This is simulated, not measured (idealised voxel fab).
The following is a process module called voxel wiring stack.
Xsec cut, 220 nm wide, square cell size 5 nm.
For the purposes of this document, a cross-section shall be understood as a grid of square cells, specified as bands listed in top-to-bottom order, each band consisting of one or more rows of cells.
Look at the band entry: it leads with the top's height and the bottom's height in nm. Then it lists the materials left to right, with a width in nm for each. The word "everywhere" on a single material says that material fills the band edge to edge. The word "blank" is empty space.
Heights from 0 (as-received wafer is one material below). Bottom band endless downward, as "z 0 and below".
You'd read "30->40" like this: the band's top row of cells is as wide as the first number, its bottom row is as wide as the second, and going down, every row changes width by the same amount as the row before did.
The cross-section has no changed cell in any step marked "remained the same".
The label "Enclosed internal voids" introduces a list of the empty spaces, 8 cells or larger, that have no open way up to the top; each entry in it reads width x height at distance, where the distance is taken from the left edge and all three are stated in nm.
What comes after the settings on a step's line is commentary from the simulator itself on that step.
"overlay nm" answers the question of how far to the right of plan the mask lay on a step that has a mask, and when it is negative the answer is to the left.
Below is the list of planned process steps:
1) RECEIVE, material Si
2) CONFORMAL_DEP, material SiO2, thk nm 15
3) DIRECTIONAL_DEP, material TiN, thk nm 5
4) DIRECTIONAL_DEP, material W, thk nm 15
5) DIRECTIONAL_DEP, material aC, thk nm 10
6) PATTERN, tone cover, mask id METAL_1, material resist, width nm 20, pitch nm 50, thk nm 25, overlay nm 0
7) DIRECTIONAL_ETCH, etch materials aC, depth nm 10
8) STRIP, etch materials resist
9) DIRECTIONAL_ETCH, etch materials W, depth nm 15
10) DIRECTIONAL_ETCH, etch materials TiN, depth nm 5
11) STRIP, etch materials aC
12) CONFORMAL_DEP, material SiN, thk nm 5
13) FILL_DEP, material SiO2, thk nm 10
14) CMP, height nm 35
15) CONFORMAL_DEP, material SiCN, thk nm 5
16) DIRECTIONAL_DEP, material lowk, thk nm 10
17) DIRECTIONAL_DEP, material aC, thk nm 15
18) PATTERN, tone open, mask id PLUG_1, material resist, width nm 15, pitch nm 50, thk nm 30, overlay nm 0
19) DIRECTIONAL_ETCH, etch materials aC, depth nm 15
20) STRIP, etch materials resist
21) DIRECTIONAL_ETCH, etch materials lowk, depth nm 10
22) DIRECTIONAL_ETCH, etch materials SiCN, depth nm 5
23) STRIP, etch materials aC
24) EPI, material Ru, thk nm 10
25) EPI, material Ru, thk nm 5
26) CONFORMAL_DEP, material SiCN, thk nm 5
27) DIRECTIONAL_DEP, material SiO2, thk nm 15
28) MASKED_ETCH, tone open, mask id METAL_2, width nm 20, pitch nm 50, etch materials SiO2, depth nm 25, overlay nm 0
29) MASKED_ETCH, tone open, mask id METAL_2, width nm 20, pitch nm 50, etch materials SiCN, depth nm 5, overlay nm 0
30) CONFORMAL_DEP, material TiN, thk nm 5
31) FILL_DEP, material W, thk nm 10
32) CMP, height nm 80
33) CONFORMAL_DEP, material SiCN, thk nm 5
34) DIRECTIONAL_DEP, material SiO2, thk nm 10
35) DIRECTIONAL_DEP, material aC, thk nm 15
36) PATTERN, tone open, mask id PLUG_2, material resist, width nm 15, pitch nm 50, thk nm 30, overlay nm 0
37) DIRECTIONAL_ETCH, etch materials aC, depth nm 15
38) STRIP, etch materials resist
39) DIRECTIONAL_ETCH, etch materials SiO2, depth nm 10
40) DIRECTIONAL_ETCH, etch materials SiCN, depth nm 5
41) STRIP, etch materials aC
42) EPI, material Ru, thk nm 10
43) EPI, material Ru, thk nm 5
44) DIRECTIONAL_DEP, material TiN, thk nm 5
45) DIRECTIONAL_DEP, material Ru, thk nm 20
46) MASKED_ETCH, tone cover, mask id METAL_3, width nm 20, pitch nm 50, etch materials Ru, depth nm 20, overlay nm 0
47) MASKED_ETCH, tone cover, mask id METAL_3, width nm 20, pitch nm 50, etch materials TiN, depth nm 5, overlay nm 0
48) CONFORMAL_DEP, material SiCN, thk nm 5
49) FILL_DEP, material SiO2, thk nm 10
50) CMP, height nm 120
51) CONFORMAL_DEP, material SiN, thk nm 5
For this document, wafers share an identical start and vary in the step 27 thk nm; the plan quotes the first wafer's value.
First wafer as received, after step 1:
z 0 and below  Si everywhere
Enclosed internal voids: none
Each wafer at the end: cells of each material gained (+) or lost (-) since it was received, then its closed voids:
thk nm 15; +68 Ru; +164 SiCN; +92 SiN; +540 SiO2; +76 TiN; +84 W; +76 lowk; Enclosed internal voids: none
thk nm 20; +68 Ru; +164 SiCN; +92 SiN; +576 SiO2; +80 TiN; +44 W; +76 lowk; Enclosed internal voids: none
thk nm 25; +68 Ru; +164 SiCN; +92 SiN; +612 SiO2; +44 TiN; +44 W; +76 lowk; Enclosed internal voids: none
thk nm 30; +68 Ru; +172 SiCN; +92 SiN; +620 SiO2; +36 TiN; +36 W; +76 lowk; Enclosed internal voids: none
thk nm 35; +68 Ru; +172 SiCN; +92 SiN; +628 SiO2; +32 TiN; +32 W; +76 lowk; Enclosed internal voids: none
thk nm 40; +68 Ru; +172 SiCN; +92 SiN; +636 SiO2; +28 TiN; +28 W; +76 lowk; Enclosed internal voids: none
